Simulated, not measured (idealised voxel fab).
Process module name: voxel transistor to metal
The width of the displayed cross-section, cut, is 145 nm; its cells are square, with a size of 5 nm.
If you're reading a cross-section in this doc, picture square cells in a grid; it comes to you as bands, top ones listed first down to the bottom, and a band can be one or more rows of cells. It is stipulated that each band's entry specify, in nanometres, the height of the top of the band and then that of its bottom, followed by the materials of the band in left-to-right sequence, each together with its width in nanometres. A single material marked by the word "everywhere" is understood to fill the band from edge to edge; the word "air" is understood to denote empty space. All heights in this document are referenced to 0, defined as the level beneath which the wafer, as received, consists entirely of one material. The lowest band is not bounded below; it extends indefinitely downward and is written in the form "0..down". A two-number width, for instance "30->40", indicates that the width is equal to the first number in the top row of the band and to the second number in the bottom row, and that it changes by a constant amount per row of cells. A step reported as "nothing changed" is a step in which no cell of the cross-section changed. Look at "Enclosed voids" for the closed voids: empty spaces with no open path to the top, sized 8 cells or up. Each is width x height at distance, distance from the left edge, all nm. Post-settings text on a step line: simulator's own remark regarding the step. On any step carrying a mask, the "overlay nm" setting, if present on the step's line, tells how far right of its planned place the mask lay; negative values point to the left.

Process steps (planned)
1. RECEIVE, material Si
2. CONFORMAL_DEP, material SiO2, thk nm 5
3. CONFORMAL_DEP, material SiN, thk nm 15
4. DIRECTIONAL_DEP, material aC, thk nm 15
5. PATTERN, tone cover, mask id ACTIVE, material resist, width nm 95, thk nm 30, overlay nm 0
6. DIRECTIONAL_ETCH, etch materials aC, depth nm 15
7. STRIP, etch materials resist
8. DIRECTIONAL_ETCH, etch materials SiN, depth nm 15
9. DIRECTIONAL_ETCH, etch materials SiO2, depth nm 5
10. DIRECTIONAL_ETCH, etch materials Si, depth nm 35
11. STRIP, etch materials aC
12. OXIDIZE, depth nm 5
13. FILL_DEP, material SiO2, thk nm 10
14. CMP, height nm 20
15. SELECTIVE_ETCH, etch materials SiO2, depth nm 10
16. STRIP, etch materials SiN
17. SELECTIVE_ETCH, etch materials SiO2, depth nm 5
18. OXIDIZE, depth nm 5
19. DIRECTIONAL_DEP, material polySi, thk nm 30
20. DIRECTIONAL_DEP, material SiCN, thk nm 10
21. DIRECTIONAL_DEP, material aC, thk nm 15
22. PATTERN, tone cover, mask id GATE, material resist, width nm 25, thk nm 35, overlay nm 0
23. DIRECTIONAL_ETCH, etch materials aC, depth nm 15
24. STRIP, etch materials resist
25. DIRECTIONAL_ETCH, etch materials SiCN, depth nm 20
26. DIRECTIONAL_ETCH, etch materials polySi, depth nm 40
27. STRIP, etch materials aC
28. CONFORMAL_DEP, material SiN, thk nm 5
29. DIRECTIONAL_ETCH, etch materials SiN, depth nm 5
30. DIRECTIONAL_ETCH, etch materials SiO2, depth nm 5
31. DIRECTIONAL_ETCH, etch materials Si, depth nm 15
32. EPI, material SiGe, thk nm 20
33. FILL_DEP, material SiO2, thk nm 5
34. CMP, height nm 30
35. STRIP, etch materials polySi
36. SELECTIVE_ETCH, etch materials SiO2, depth nm 5
37. CONFORMAL_DEP, material HfO2, thk nm 5
38. CONFORMAL_DEP, material TiN, thk nm 5
39. FILL_DEP, material W, thk nm 10
40. CMP, height nm 25
41. DIRECTIONAL_DEP, material SiO2, thk nm 10
42. MASKED_ETCH, tone open, mask id CONTACT, width nm 15, pitch nm 70, etch materials SiO2, depth nm 35, overlay nm 0
43. CONFORMAL_DEP, material TiN, thk nm 5
44. FILL_DEP, material Ru, thk nm 10
45. CMP, height nm 35
46. CONFORMAL_DEP, material SiCN, thk nm 5
47. DIRECTIONAL_DEP, material SiO2, thk nm 20
48. MASKED_ETCH, tone open, mask id METAL_1, width nm 15, pitch nm 70, etch materials SiO2, depth nm 20, overlay nm 0
49. MASKED_ETCH, tone open, mask id METAL_1, width nm 15, pitch nm 70, etch materials SiCN, depth nm 5, overlay nm 0
50. CONFORMAL_DEP, material TiN, thk nm 5
51. FILL_DEP, material W, thk nm 5
52. CMP, height nm 60
53. EPI, material Ru, thk nm 5
54. FILL_DEP, material SiCN, thk nm 5

First of two wafers, with the run carried out as planned

As-received state of the wafer in cross-section, equivalent to post-step 1
  0..down  Si everywhere
  Enclosed voids: none

Wafer xsec, post step 2
  5..0  SiO2 everywhere
  Unchanged below 0.

Wafer xsec, post step 3
  20..5  SiN everywhere
  Unchanged below 5.

Wafer xsec, post step 4
  35..20  aC everywhere
  Unchanged below 20.

Wafer xsec, post step 5
  65..35  25 air  95 resist  25 air
  Unchanged below 35.

Wafer xsec, post step 6
  50..35  25 air  95 resist  25 air
  35..20  25 air  95 aC  25 air
  Unchanged below 20.

Wafer xsec, post step 7
  35..20  25 air  95 aC  25 air
  Unchanged below 20.

Wafer xsec, post step 8
  35..20  25 air  95 aC  25 air
  20..5  25 air  95 SiN  25 air
  Unchanged below 5.

Wafer xsec, post step 9
  35..20  25 air  95 aC  25 air
  20..5  25 air  95 SiN  25 air
  5..0  25 air  95 SiO2  25 air
  Unchanged below 0.

Wafer xsec, post step 10
  35..20  25 air  95 aC  25 air
  20..5  25 air  95 SiN  25 air
  5..0  25 air  95 SiO2  25 air
  0..-35  25 air  95 Si  25 air
  Unchanged below -35.

Wafer xsec, post step 11
  20..5  25 air  95 SiN  25 air
  Unchanged below 5.

Wafer xsec, post step 12
  20..5  25 air  95 SiN  25 air
  5..0  25 air  95 SiO2  25 air
  0..-35  25 air  5 SiO2  85 Si  5 SiO2  25 air
  -35..-40  30 SiO2  85 Si  30 SiO2
  Unchanged below -40.

Wafer xsec, post step 13
  30..20  SiO2 everywhere
  20..5  25 SiO2  95 SiN  25 SiO2
  5..0  SiO2 everywhere
  0..-40  30 SiO2  85 Si  30 SiO2
  Unchanged below -40.

Wafer xsec, post step 14
  20..5  25 SiO2  95 SiN  25 SiO2
  Unchanged below 5.

Wafer xsec, post step 15
  20..10  25 air  95 SiN  25 air
  Unchanged below 10.

Wafer xsec, post step 16
  10..5  25 SiO2  95 air  25 SiO2
  Unchanged below 5.

Wafer xsec, post step 17
  5..0  20 SiO2  105 air  20 SiO2
  Unchanged below 0.

Wafer xsec, post step 18
  5..0  20 SiO2  105 air  20 SiO2
  0..-5  SiO2 everywhere
  Unchanged below -5.

Wafer xsec, post step 19
  35..30  20 polySi  105 air  20 polySi
  30..5  polySi everywhere
  5..0  20 SiO2  105 polySi  20 SiO2
  Unchanged below 0.

Wafer xsec, post step 20
  45..40  20 SiCN  105 air  20 SiCN
  40..35  SiCN everywhere
  35..30  20 polySi  105 SiCN  20 polySi
  Unchanged below 30.

Wafer xsec, post step 21
  60..55  20 aC  105 air  20 aC
  55..45  aC everywhere
  45..40  20 SiCN  105 aC  20 SiCN
  Unchanged below 40.

Wafer xsec, post step 22
  95..60  60 air  25 resist  60 air
  60..55  20 aC  40 air  25 resist  40 air  20 aC
  Unchanged below 55.

Wafer xsec, post step 23
  80..55  60 air  25 resist  60 air
  55..45  60 air  25 aC  60 air
  45..40  20 SiCN  40 air  25 aC  40 air  20 SiCN
  Unchanged below 40.

Wafer xsec, post step 24
  55..45  60 air  25 aC  60 air
  Unchanged below 45.

Wafer xsec, post step 25
  55..40  60 air  25 aC  60 air
  40..35  60 air  25 SiCN  60 air
  35..30  20 polySi  40 air  25 SiCN  40 air  20 polySi
  Unchanged below 30.

Wafer xsec, post step 26
  55..40  60 air  25 aC  60 air
  40..30  60 air  25 SiCN  60 air
  30..5  60 air  25 polySi  60 air
  5..0  20 SiO2  40 air  25 polySi  40 air  20 SiO2
  Unchanged below 0.

Wafer xsec, post step 27
  40..30  60 air  25 SiCN  60 air
  Unchanged below 30.

Wafer xsec, post step 28
  45..40  55 air  35 SiN  55 air
  40..30  55 air  5 SiN  25 SiCN  5 SiN  55 air
  30..10  55 air  5 SiN  25 polySi  5 SiN  55 air
  10..5  25 SiN  30 air  5 SiN  25 polySi  5 SiN  30 air  25 SiN
  5..0  20 SiO2  40 SiN  25 polySi  40 SiN  20 SiO2
  Unchanged below 0.

Wafer xsec, post step 29
  40..30  55 air  5 SiN  25 SiCN  5 SiN  55 air
  30..5  55 air  5 SiN  25 polySi  5 SiN  55 air
  5..0  20 SiO2  5 SiN  30 air  5 SiN  25 polySi  5 SiN  30 air  5 SiN  20 SiO2
  Unchanged below 0.

Wafer xsec, post step 30
  40..30  55 air  5 SiN  25 SiCN  5 SiN  55 air
  30..5  55 air  5 SiN  25 polySi  5 SiN  55 air
  5..0  20 air  5 SiN  30 air  5 SiN  25 polySi  5 SiN  30 air  5 SiN  20 air
  0..-5  25 SiO2  30 air  35 SiO2  30 air  25 SiO2
  Unchanged below -5.

Wafer xsec, post step 31
  40..30  55 air  5 SiN  25 SiCN  5 SiN  55 air
  30..5  55 air  5 SiN  25 polySi  5 SiN  55 air
  5..0  20 air  5 SiN  30 air  5 SiN  25 polySi  5 SiN  30 air  5 SiN  20 air
  0..-5  25 SiO2  30 air  35 SiO2  30 air  25 SiO2
  -5..-20  30 SiO2  25 air  35 Si  25 air  30 SiO2
  Unchanged below -20.

Wafer xsec, post step 32
  40..30  55 air  5 SiN  25 SiCN  5 SiN  55 air
  30..15  55 air  5 SiN  25 polySi  5 SiN  55 air
  15..5  35 air  20 SiGe  5 SiN  25 polySi  5 SiN  20 SiGe  35 air
  5..0  20 air  5 SiN  10 air  20 SiGe  5 SiN  25 polySi  5 SiN  20 SiGe  10 air  5 SiN  20 air
  0..-5  25 SiO2  30 SiGe  35 SiO2  30 SiGe  25 SiO2
  -5..-20  30 SiO2  25 SiGe  35 Si  25 SiGe  30 SiO2
  Unchanged below -20.

Wafer xsec, post step 33
  45..40  SiO2 everywhere
  40..30  55 SiO2  5 SiN  25 SiCN  5 SiN  55 SiO2
  30..15  55 SiO2  5 SiN  25 polySi  5 SiN  55 SiO2
  15..5  35 SiO2  20 SiGe  5 SiN  25 polySi  5 SiN  20 SiGe  35 SiO2
  5..0  20 SiO2  5 SiN  10 SiO2  20 SiGe  5 SiN  25 polySi  5 SiN  20 SiGe  10 SiO2  5 SiN  20 SiO2
  Unchanged below 0.

Wafer xsec, post step 34
  30..15  55 SiO2  5 SiN  25 polySi  5 SiN  55 SiO2
  Unchanged below 15.

Wafer xsec, post step 35
  30..15  55 SiO2  5 SiN  25 air  5 SiN  55 SiO2
  15..5  35 SiO2  20 SiGe  5 SiN  25 air  5 SiN  20 SiGe  35 SiO2
  5..0  20 SiO2  5 SiN  10 SiO2  20 SiGe  5 SiN  25 air  5 SiN  20 SiGe  10 SiO2  5 SiN  20 SiO2
  Unchanged below 0.

Wafer xsec, post step 36
  30..25  55 air  5 SiN  25 air  5 SiN  55 air
  25..15  55 SiO2  5 SiN  25 air  5 SiN  55 SiO2
  15..5  35 SiO2  20 SiGe  5 SiN  25 air  5 SiN  20 SiGe  35 SiO2
  5..0  20 SiO2  5 SiN  10 SiO2  20 SiGe  5 SiN  25 air  5 SiN  20 SiGe  10 SiO2  5 SiN  20 SiO2
  0..-5  25 SiO2  30 SiGe  35 air  30 SiGe  25 SiO2
  Unchanged below -5.

Wafer xsec, post step 37
  35..30  50 air  15 HfO2  15 air  15 HfO2  50 air
  30..25  55 HfO2  5 SiN  5 HfO2  15 air  5 HfO2  5 SiN  55 HfO2
  25..15  55 SiO2  5 SiN  5 HfO2  15 air  5 HfO2  5 SiN  55 SiO2
  15..5  35 SiO2  20 SiGe  5 SiN  5 HfO2  15 air  5 HfO2  5 SiN  20 SiGe  35 SiO2
  5..0  20 SiO2  5 SiN  10 SiO2  20 SiGe  5 SiN  5 HfO2  15 air  5 HfO2  5 SiN  20 SiGe  10 SiO2  5 SiN  20 SiO2
  0..-5  25 SiO2  30 SiGe  35 HfO2  30 SiGe  25 SiO2
  Unchanged below -5.

Wafer xsec, post step 38
  40..35  45 air  25 TiN  5 air  25 TiN  45 air
  35..30  50 TiN  15 HfO2  5 TiN  5 air  5 TiN  15 HfO2  50 TiN
  30..25  55 HfO2  5 SiN  5 HfO2  5 TiN  5 air  5 TiN  5 HfO2  5 SiN  55 HfO2
  25..15  55 SiO2  5 SiN  5 HfO2  5 TiN  5 air  5 TiN  5 HfO2  5 SiN  55 SiO2
  15..5  35 SiO2  20 SiGe  5 SiN  5 HfO2  5 TiN  5 air  5 TiN  5 HfO2  5 SiN  20 SiGe  35 SiO2
  5..0  20 SiO2  5 SiN  10 SiO2  20 SiGe  5 SiN  5 HfO2  15 TiN  5 HfO2  5 SiN  20 SiGe  10 SiO2  5 SiN  20 SiO2
  Unchanged below 0.

Wafer xsec, post step 39
  50..40  W everywhere
  40..35  45 W  25 TiN  5 W  25 TiN  45 W
  35..30  50 TiN  15 HfO2  5 TiN  5 W  5 TiN  15 HfO2  50 TiN
  30..25  55 HfO2  5 SiN  5 HfO2  5 TiN  5 W  5 TiN  5 HfO2  5 SiN  55 HfO2
  25..15  55 SiO2  5 SiN  5 HfO2  5 TiN  5 W  5 TiN  5 HfO2  5 SiN  55 SiO2
  15..5  35 SiO2  20 SiGe  5 SiN  5 HfO2  5 TiN  5 W  5 TiN  5 HfO2  5 SiN  20 SiGe  35 SiO2
  Unchanged below 5.

Wafer xsec, post step 40
  25..15  55 SiO2  5 SiN  5 HfO2  5 TiN  5 W  5 TiN  5 HfO2  5 SiN  55 SiO2
  Unchanged below 15.

Wafer xsec, post step 41
  35..25  SiO2 everywhere
  Unchanged below 25.

Wafer xsec, post step 42
  35..25  30 SiO2  15 air  55 SiO2  15 air  30 SiO2
  25..15  30 SiO2  15 air  10 SiO2  5 SiN  5 HfO2  5 TiN  5 W  5 TiN  5 HfO2  5 SiN  10 SiO2  15 air  30 SiO2
  15..5  30 SiO2  5 air  20 SiGe  5 SiN  5 HfO2  5 TiN  5 W  5 TiN  5 HfO2  5 SiN  20 SiGe  5 air  30 SiO2
  5..0  20 SiO2  5 SiN  5 SiO2  5 air  20 SiGe  5 SiN  5 HfO2  15 TiN  5 HfO2  5 SiN  20 SiGe  5 air  5 SiO2  5 SiN  20 SiO2
  Unchanged below 0.

Wafer xsec, post step 43
  40..35  35 TiN  5 air  65 TiN  5 air  35 TiN
  35..25  30 SiO2  5 TiN  5 air  5 TiN  55 SiO2  5 TiN  5 air  5 TiN  30 SiO2
  25..20  30 SiO2  5 TiN  5 air  5 TiN  10 SiO2  5 SiN  5 HfO2  5 TiN  5 W  5 TiN  5 HfO2  5 SiN  10 SiO2  5 TiN  5 air  5 TiN  30 SiO2
  20..15  30 SiO2  15 TiN  10 SiO2  5 SiN  5 HfO2  5 TiN  5 W  5 TiN  5 HfO2  5 SiN  10 SiO2  15 TiN  30 SiO2
  15..5  30 SiO2  5 TiN  20 SiGe  5 SiN  5 HfO2  5 TiN  5 W  5 TiN  5 HfO2  5 SiN  20 SiGe  5 TiN  30 SiO2
  5..0  20 SiO2  5 SiN  5 SiO2  5 TiN  20 SiGe  5 SiN  5 HfO2  15 TiN  5 HfO2  5 SiN  20 SiGe  5 TiN  5 SiO2  5 SiN  20 SiO2
  Unchanged below 0.

Wafer xsec, post step 44
  50..40  Ru everywhere
  40..35  35 TiN  5 Ru  65 TiN  5 Ru  35 TiN
  35..25  30 SiO2  5 TiN  5 Ru  5 TiN  55 SiO2  5 TiN  5 Ru  5 TiN  30 SiO2
  25..20  30 SiO2  5 TiN  5 Ru  5 TiN  10 SiO2  5 SiN  5 HfO2  5 TiN  5 W  5 TiN  5 HfO2  5 SiN  10 SiO2  5 TiN  5 Ru  5 TiN  30 SiO2
  Unchanged below 20.

Wafer xsec, post step 45
  35..25  30 SiO2  5 TiN  5 Ru  5 TiN  55 SiO2  5 TiN  5 Ru  5 TiN  30 SiO2
  Unchanged below 25.

Wafer xsec, post step 46
  40..35  SiCN everywhere
  Unchanged below 35.

Wafer xsec, post step 47
  60..40  SiO2 everywhere
  Unchanged below 40.

Wafer xsec, post step 48
  60..40  30 SiO2  15 air  55 SiO2  15 air  30 SiO2
  Unchanged below 40.

Wafer xsec, post step 49
  60..40  30 SiO2  15 air  55 SiO2  15 air  30 SiO2
  40..35  30 SiCN  15 air  55 SiCN  15 air  30 SiCN
  Unchanged below 35.

Wafer xsec, post step 50
  65..60  35 TiN  5 air  65 TiN  5 air  35 TiN
  60..40  30 SiO2  5 TiN  5 air  5 TiN  55 SiO2  5 TiN  5 air  5 TiN  30 SiO2
  40..35  30 SiCN  15 TiN  55 SiCN  15 TiN  30 SiCN
  Unchanged below 35.

Wafer xsec, post step 51
  70..65  W everywhere
  65..60  35 TiN  5 W  65 TiN  5 W  35 TiN
  60..40  30 SiO2  5 TiN  5 W  5 TiN  55 SiO2  5 TiN  5 W  5 TiN  30 SiO2
  Unchanged below 40.

Wafer xsec, post step 52
  60..40  30 SiO2  5 TiN  5 W  5 TiN  55 SiO2  5 TiN  5 W  5 TiN  30 SiO2
  Unchanged below 40.

Wafer xsec, post step 53
  65..60  25 air  25 Ru  45 air  25 Ru  25 air
  Unchanged below 60.

Wafer xsec, post step 54
  70..65  SiCN everywhere
  65..60  25 SiCN  25 Ru  45 SiCN  25 Ru  25 SiCN
  Unchanged below 60.

Second wafer: same start and same plan as the first, one execution error; identical to the first through step 31

Second wafer profile in section, at the moment step 32 of the plan was meant to be complete
  40..35  55 air  5 SiN  25 SiCN  5 SiN  55 air
  35..30  15 air  40 SiGe  5 SiN  25 SiCN  5 SiN  40 SiGe  15 air
  30..20  15 air  40 SiGe  5 SiN  25 polySi  5 SiN  40 SiGe  15 air
  20..5  10 air  45 SiGe  5 SiN  25 polySi  5 SiN  45 SiGe  10 air
  5..0  10 air  10 SiGe  5 SiN  30 SiGe  5 SiN  25 polySi  5 SiN  30 SiGe  5 SiN  10 SiGe  10 air
  0..-5  25 SiO2  30 SiGe  35 SiO2  30 SiGe  25 SiO2
  -5..-20  30 SiO2  25 SiGe  35 Si  25 SiGe  30 SiO2
  Unchanged below -20.

Second wafer profile in section, at the moment step 33 of the plan was meant to be complete
  45..40  SiO2 everywhere
  40..35  55 SiO2  5 SiN  25 SiCN  5 SiN  55 SiO2
  35..30  15 SiO2  40 SiGe  5 SiN  25 SiCN  5 SiN  40 SiGe  15 SiO2
  30..20  15 SiO2  40 SiGe  5 SiN  25 polySi  5 SiN  40 SiGe  15 SiO2
  20..5  10 SiO2  45 SiGe  5 SiN  25 polySi  5 SiN  45 SiGe  10 SiO2
  5..0  10 SiO2  10 SiGe  5 SiN  30 SiGe  5 SiN  25 polySi  5 SiN  30 SiGe  5 SiN  10 SiGe  10 SiO2
  Unchanged below 0.

Second wafer profile in section, at the moment step 34 of the plan was meant to be complete
  30..20  15 SiO2  40 SiGe  5 SiN  25 polySi  5 SiN  40 SiGe  15 SiO2
  Unchanged below 20.

Second wafer profile in section, at the moment step 35 of the plan was meant to be complete
  30..20  15 SiO2  40 SiGe  5 SiN  25 air  5 SiN  40 SiGe  15 SiO2
  20..5  10 SiO2  45 SiGe  5 SiN  25 air  5 SiN  45 SiGe  10 SiO2
  5..0  10 SiO2  10 SiGe  5 SiN  30 SiGe  5 SiN  25 air  5 SiN  30 SiGe  5 SiN  10 SiGe  10 SiO2
  Unchanged below 0.

Second wafer profile in section, at the moment step 36 of the plan was meant to be complete
  30..25  15 air  40 SiGe  5 SiN  25 air  5 SiN  40 SiGe  15 air
  25..20  15 SiO2  40 SiGe  5 SiN  25 air  5 SiN  40 SiGe  15 SiO2
  20..5  10 SiO2  45 SiGe  5 SiN  25 air  5 SiN  45 SiGe  10 SiO2
  5..0  10 SiO2  10 SiGe  5 SiN  30 SiGe  5 SiN  25 air  5 SiN  30 SiGe  5 SiN  10 SiGe  10 SiO2
  0..-5  25 SiO2  30 SiGe  35 air  30 SiGe  25 SiO2
  Unchanged below -5.

Second wafer profile in section, at the moment step 37 of the plan was meant to be complete
  35..30  10 air  55 HfO2  15 air  55 HfO2  10 air
  30..25  15 HfO2  40 SiGe  5 SiN  5 HfO2  15 air  5 HfO2  5 SiN  40 SiGe  15 HfO2
  25..20  15 SiO2  40 SiGe  5 SiN  5 HfO2  15 air  5 HfO2  5 SiN  40 SiGe  15 SiO2
  20..5  10 SiO2  45 SiGe  5 SiN  5 HfO2  15 air  5 HfO2  5 SiN  45 SiGe  10 SiO2
  5..0  10 SiO2  10 SiGe  5 SiN  30 SiGe  5 SiN  5 HfO2  15 air  5 HfO2  5 SiN  30 SiGe  5 SiN  10 SiGe  10 SiO2
  0..-5  25 SiO2  30 SiGe  35 HfO2  30 SiGe  25 SiO2
  Unchanged below -5.

Second wafer profile in section, at the moment step 38 of the plan was meant to be complete
  40..35  5 air  65 TiN  5 air  65 TiN  5 air
  35..30  10 TiN  55 HfO2  5 TiN  5 air  5 TiN  55 HfO2  10 TiN
  30..25  15 HfO2  40 SiGe  5 SiN  5 HfO2  5 TiN  5 air  5 TiN  5 HfO2  5 SiN  40 SiGe  15 HfO2
  25..20  15 SiO2  40 SiGe  5 SiN  5 HfO2  5 TiN  5 air  5 TiN  5 HfO2  5 SiN  40 SiGe  15 SiO2
  20..5  10 SiO2  45 SiGe  5 SiN  5 HfO2  5 TiN  5 air  5 TiN  5 HfO2  5 SiN  45 SiGe  10 SiO2
  5..0  10 SiO2  10 SiGe  5 SiN  30 SiGe  5 SiN  5 HfO2  15 TiN  5 HfO2  5 SiN  30 SiGe  5 SiN  10 SiGe  10 SiO2
  Unchanged below 0.

Second wafer profile in section, at the moment step 39 of the plan was meant to be complete
  50..40  W everywhere
  40..35  5 W  65 TiN  5 W  65 TiN  5 W
  35..30  10 TiN  55 HfO2  5 TiN  5 W  5 TiN  55 HfO2  10 TiN
  30..25  15 HfO2  40 SiGe  5 SiN  5 HfO2  5 TiN  5 W  5 TiN  5 HfO2  5 SiN  40 SiGe  15 HfO2
  25..20  15 SiO2  40 SiGe  5 SiN  5 HfO2  5 TiN  5 W  5 TiN  5 HfO2  5 SiN  40 SiGe  15 SiO2
  20..5  10 SiO2  45 SiGe  5 SiN  5 HfO2  5 TiN  5 W  5 TiN  5 HfO2  5 SiN  45 SiGe  10 SiO2
  Unchanged below 5.

Second wafer profile in section, at the moment step 40 of the plan was meant to be complete
  25..20  15 SiO2  40 SiGe  5 SiN  5 HfO2  5 TiN  5 W  5 TiN  5 HfO2  5 SiN  40 SiGe  15 SiO2
  Unchanged below 20.

Second wafer profile in section, at the moment step 41 of the plan was meant to be complete
  35..25  SiO2 everywhere
  Unchanged below 25.

Second wafer profile in section, at the moment step 42 of the plan was meant to be complete
  35..25  30 SiO2  15 air  55 SiO2  15 air  30 SiO2
  Unchanged below 25.

Second wafer profile in section, at the moment step 43 of the plan was meant to be complete
  40..35  35 TiN  5 air  65 TiN  5 air  35 TiN
  35..30  30 SiO2  5 TiN  5 air  5 TiN  55 SiO2  5 TiN  5 air  5 TiN  30 SiO2
  30..25  30 SiO2  15 TiN  55 SiO2  15 TiN  30 SiO2
  Unchanged below 25.

Second wafer profile in section, at the moment step 44 of the plan was meant to be complete
  50..40  Ru everywhere
  40..35  35 TiN  5 Ru  65 TiN  5 Ru  35 TiN
  35..30  30 SiO2  5 TiN  5 Ru  5 TiN  55 SiO2  5 TiN  5 Ru  5 TiN  30 SiO2
  Unchanged below 30.

Second wafer profile in section, at the moment step 45 of the plan was meant to be complete
  35..30  30 SiO2  5 TiN  5 Ru  5 TiN  55 SiO2  5 TiN  5 Ru  5 TiN  30 SiO2
  Unchanged below 30.

Second wafer profile in section, at the moment step 46 of the plan was meant to be complete
  40..35  SiCN everywhere
  Unchanged below 35.

Second wafer profile in section, at the moment step 47 of the plan was meant to be complete
  60..40  SiO2 everywhere
  Unchanged below 40.

Second wafer profile in section, at the moment step 48 of the plan was meant to be complete
  60..40  30 SiO2  15 air  55 SiO2  15 air  30 SiO2
  Unchanged below 40.

Second wafer profile in section, at the moment step 49 of the plan was meant to be complete
  60..40  30 SiO2  15 air  55 SiO2  15 air  30 SiO2
  40..35  30 SiCN  15 air  55 SiCN  15 air  30 SiCN
  Unchanged below 35.

Second wafer profile in section, at the moment step 50 of the plan was meant to be complete
  65..60  35 TiN  5 air  65 TiN  5 air  35 TiN
  60..40  30 SiO2  5 TiN  5 air  5 TiN  55 SiO2  5 TiN  5 air  5 TiN  30 SiO2
  40..35  30 SiCN  15 TiN  55 SiCN  15 TiN  30 SiCN
  Unchanged below 35.

Second wafer profile in section, at the moment step 51 of the plan was meant to be complete
  70..65  W everywhere
  65..60  35 TiN  5 W  65 TiN  5 W  35 TiN
  60..40  30 SiO2  5 TiN  5 W  5 TiN  55 SiO2  5 TiN  5 W  5 TiN  30 SiO2
  Unchanged below 40.

Second wafer profile in section, at the moment step 52 of the plan was meant to be complete
  60..40  30 SiO2  5 TiN  5 W  5 TiN  55 SiO2  5 TiN  5 W  5 TiN  30 SiO2
  Unchanged below 40.

Second wafer profile in section, at the moment step 53 of the plan was meant to be complete
  65..60  25 air  25 Ru  45 air  25 Ru  25 air
  Unchanged below 60.

Second wafer profile in section, at the moment step 54 of the plan was meant to be complete
  70..65  SiCN everywhere
  65..60  25 SiCN  25 Ru  45 SiCN  25 Ru  25 SiCN
  Unchanged below 60.
Short version of what went wrong: the plan had its step 32 run twice
Once processing is complete, comparing cell counts shows that the second wafer has more or fewer of certain materials than the first: Ru -4 | SiGe +62 | SiO2 -44 | TiN -14
